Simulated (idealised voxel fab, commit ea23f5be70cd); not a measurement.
Process module under the name voxel fin reveal
Section shown: cut. Width: 275 nm. Cell size: 5 nm, square.
Cross-section = grid of square cells, listed top down in bands; band = one or more rows.
Basically the band line says how high the top is and how high the bottom is, in nm, and then what's in it from left to right, every material with its width in nm. Empty space shows up as "blank", and if a single material carries "everywhere" it runs the full band edge to edge.
We count height from 0. Below that, the starting wafer is all one material. The lowest band never ends at the bottom but goes on down; see "top 0, no bottom" for how that is written.
You'd read "30 to 40" like this: the band's top row of cells is as wide as the first number, its bottom row is as wide as the second, and going down, every row changes width by the same amount as the row before did.
The cross-section has no changed cell in any step marked "all unchanged".
Closed-off voids of 8+ cells (no open route to the top) go in "Closed void catalog", written width x height at distance from the left edge, in nm.
Post-settings text on a step line: simulator's own remark regarding the step.
Each step line may optionally specify "overlay nm", which for a step with a mask gives the rightward distance between the mask's planned place and where it lay, a negative value indicating the leftward direction.
The planned process steps are enumerated hereunder
1,RECEIVE [material Si]
2,CONFORMAL_DEP [material SiN] [thk nm 5]
3,PATTERN [tone cover] [mask id FINS] [material resist] [width nm 15] [pitch nm 35] [thk nm 15] [overlay nm 0]
4,DIRECTIONAL_ETCH [etch materials SiN] [depth nm 5]
5,DIRECTIONAL_ETCH [etch materials Si] [depth nm 40]
6,STRIP [etch materials resist]
7,FILL_DEP [material SiO2] [thk nm 10]
8,CMP [height nm 5]
9,SELECTIVE_ETCH [etch materials SiO2] [depth nm 25]
10,STRIP [etch materials SiN]
11,CONFORMAL_DEP [material HfO2] [thk nm 5]
Cross-section: wafer on arrival = after step 1
* top 0, no bottom: Si everywhere
* Closed void catalog: none
Module complete - cross-section of the first of two wafers, run according to plan
* top 5, bottom 0: blank 70, HfO2 25, blank 10, HfO2 25, blank 10, HfO2 25, blank 10, HfO2 25, blank 75
* top 0, bottom -15: blank 70, HfO2 5, Si 15, HfO2 5, blank 10, HfO2 5, Si 15, HfO2 5, blank 10, HfO2 5, Si 15, HfO2 5, blank 10, HfO2 5, Si 15, HfO2 5, blank 75
* top -15, bottom -20: HfO2 75, Si 15, HfO2 20, Si 15, HfO2 20, Si 15, HfO2 20, Si 15, HfO2 80
* top -20, bottom -40: SiO2 75, Si 15, SiO2 20, Si 15, SiO2 20, Si 15, SiO2 20, Si 15, SiO2 80
* top -40, no bottom: Si everywhere
* Closed void catalog: none
Cross-sectional view of the second of two wafers upon completion of the module. This wafer shared its starting condition and process plan with the first; one error was made during its execution
* top 5, bottom 0: blank 70, HfO2 25, blank 10, HfO2 25, blank 10, HfO2 25, blank 10, HfO2 25, blank 75
* top 0, bottom -15: blank 70, HfO2 5, Si 15, HfO2 5, blank 10, HfO2 5, Si 15, HfO2 5, blank 10, HfO2 5, Si 15, HfO2 5, blank 10, HfO2 5, Si 15, HfO2 5, blank 75
* top -15, bottom -20: HfO2 55, blank 15, HfO2 5, Si 15, HfO2 5, blank 10, HfO2 5, Si 15, HfO2 5, blank 10, HfO2 5, Si 15, HfO2 5, blank 10, HfO2 5, Si 15, HfO2 5, blank 15, HfO2 60
* top -20, bottom -25: SiO2 50, HfO2 25, Si 15, HfO2 20, Si 15, HfO2 20, Si 15, HfO2 20, Si 15, HfO2 25, SiO2 55
* top -25, bottom -40: SiO2 75, Si 15, SiO2 20, Si 15, SiO2 20, Si 15, SiO2 20, Si 15, SiO2 80
* top -40, no bottom: Si everywhere
* Closed void catalog: none
Short version of what went wrong: a sequencing error occurred in which plan steps 9 and 10 were transposed
Final difference in cells, second wafer against first, listed per material as more or fewer: HfO2: 10 more, SiO2: 22 fewer
